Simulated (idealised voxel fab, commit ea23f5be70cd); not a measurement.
process module | voxel spacer lines
cross-section cut | 260 nm wide | cells 5 nm
A cross-section is a grid of square cells, given in bands from the top down. A band is one or more rows of cells.
Each band's line starts with the height of the band's top and of its bottom, in nm. Then come its materials from left to right, each with its width in nm. One material with "throughout" fills the band from edge to edge. "air" is empty space.
Height 0 is the level under which the wafer as received is all one material. The lowest band goes on downwards, as in "0 down".
A width such as "30 to 40" changes by the same amount from each row of cells to the next, from the band's top row to its bottom row.
"no change" after a step means that no cell of the cross-section changed.
closed voids: empty space of 8 cells or more with no open way to the top, each as width x height at its distance from the left edge, in nm
after a step's settings: what the simulator itself notes on the step
overlay nm, on a step with a mask: how far to the right of its planned place the mask lay; to the left if negative
plan
1 op RECEIVE | material Si
2 op CONFORMAL_DEP | material Al2O3 | thk nm 10
3 op DIRECTIONAL_DEP | material SiN | thk nm 10
4 op DIRECTIONAL_DEP | material aC | thk nm 25
5 op PATTERN | tone cover | mask id MANDREL | material resist | width nm 25 | pitch nm 70 | thk nm 35 | overlay nm 0
6 op DIRECTIONAL_ETCH | etch materials aC | depth nm 25
7 op STRIP | etch materials resist
8 op CONFORMAL_DEP | material SiO2 | thk nm 10
9 op DIRECTIONAL_ETCH | etch materials SiO2 | depth nm 10
10 op STRIP | etch materials aC
11 op DIRECTIONAL_ETCH | etch materials SiN | depth nm 10
12 op STRIP | etch materials SiO2
first wafer, as planned
as received, after step 1
  0 down: Si throughout
  closed voids: none
after step 2
  10 to 0: Al2O3 throughout
  below 0: unchanged
after step 3
  20 to 10: SiN throughout
  below 10: unchanged
after step 4
  45 to 20: aC throughout
  below 20: unchanged
after step 5
  80 to 45: air 45 | resist 25 | air 45 | resist 25 | air 45 | resist 25 | air 50
  below 45: unchanged
after step 6
  55 to 45: air 45 | resist 25 | air 45 | resist 25 | air 45 | resist 25 | air 50
  45 to 20: air 45 | aC 25 | air 45 | aC 25 | air 45 | aC 25 | air 50
  below 20: unchanged
after step 7
  45 to 20: air 45 | aC 25 | air 45 | aC 25 | air 45 | aC 25 | air 50
  below 20: unchanged
after step 8
  55 to 45: air 35 | SiO2 45 | air 25 | SiO2 45 | air 25 | SiO2 45 | air 40
  45 to 30: air 35 | SiO2 10 | aC 25 | SiO2 10 | air 25 | SiO2 10 | aC 25 | SiO2 10 | air 25 | SiO2 10 | aC 25 | SiO2 10 | air 40
  30 to 20: SiO2 45 | aC 25 | SiO2 45 | aC 25 | SiO2 45 | aC 25 | SiO2 50
  below 20: unchanged
after step 9
  45 to 20: air 35 | SiO2 10 | aC 25 | SiO2 10 | air 25 | SiO2 10 | aC 25 | SiO2 10 | air 25 | SiO2 10 | aC 25 | SiO2 10 | air 40
  below 20: unchanged
after step 10
  45 to 20: air 35 | SiO2 10 | air 25 | SiO2 10 | air 25 | SiO2 10 | air 25 | SiO2 10 | air 25 | SiO2 10 | air 25 | SiO2 10 | air 40
  below 20: unchanged
after step 11
  45 to 20: air 35 | SiO2 10 | air 25 | SiO2 10 | air 25 | SiO2 10 | air 25 | SiO2 10 | air 25 | SiO2 10 | air 25 | SiO2 10 | air 40
  20 to 10: air 35 | SiN 10 | air 25 | SiN 10 | air 25 | SiN 10 | air 25 | SiN 10 | air 25 | SiN 10 | air 25 | SiN 10 | air 40
  below 10: unchanged
after step 12
  20 to 10: air 35 | SiN 10 | air 25 | SiN 10 | air 25 | SiN 10 | air 25 | SiN 10 | air 25 | SiN 10 | air 25 | SiN 10 | air 40
  below 10: unchanged
second wafer: like start, like plan, one mistake. Through step 7 it matches the first wafer
when step 8 should have ended
  55 to 45: air 35 | SiN 45 | air 25 | SiN 45 | air 25 | SiN 45 | air 40
  45 to 30: air 35 | SiN 10 | aC 25 | SiN 10 | air 25 | SiN 10 | aC 25 | SiN 10 | air 25 | SiN 10 | aC 25 | SiN 10 | air 40
  30 to 20: SiN 45 | aC 25 | SiN 45 | aC 25 | SiN 45 | aC 25 | SiN 50
  below 20: unchanged
when step 9 should have ended: no change
when step 10 should have ended: no change
when step 11 should have ended
  45 to 20: air 35 | SiN 10 | aC 25 | SiN 10 | air 25 | SiN 10 | aC 25 | SiN 10 | air 25 | SiN 10 | aC 25 | SiN 10 | air 40
  below 20: unchanged
when step 12 should have ended: no change
what went wrong: step 8 ran as: op CONFORMAL_DEP | material SiN | thk nm 10
at the end the second wafer has, in cells: 140 more of SiN | 75 more of aC
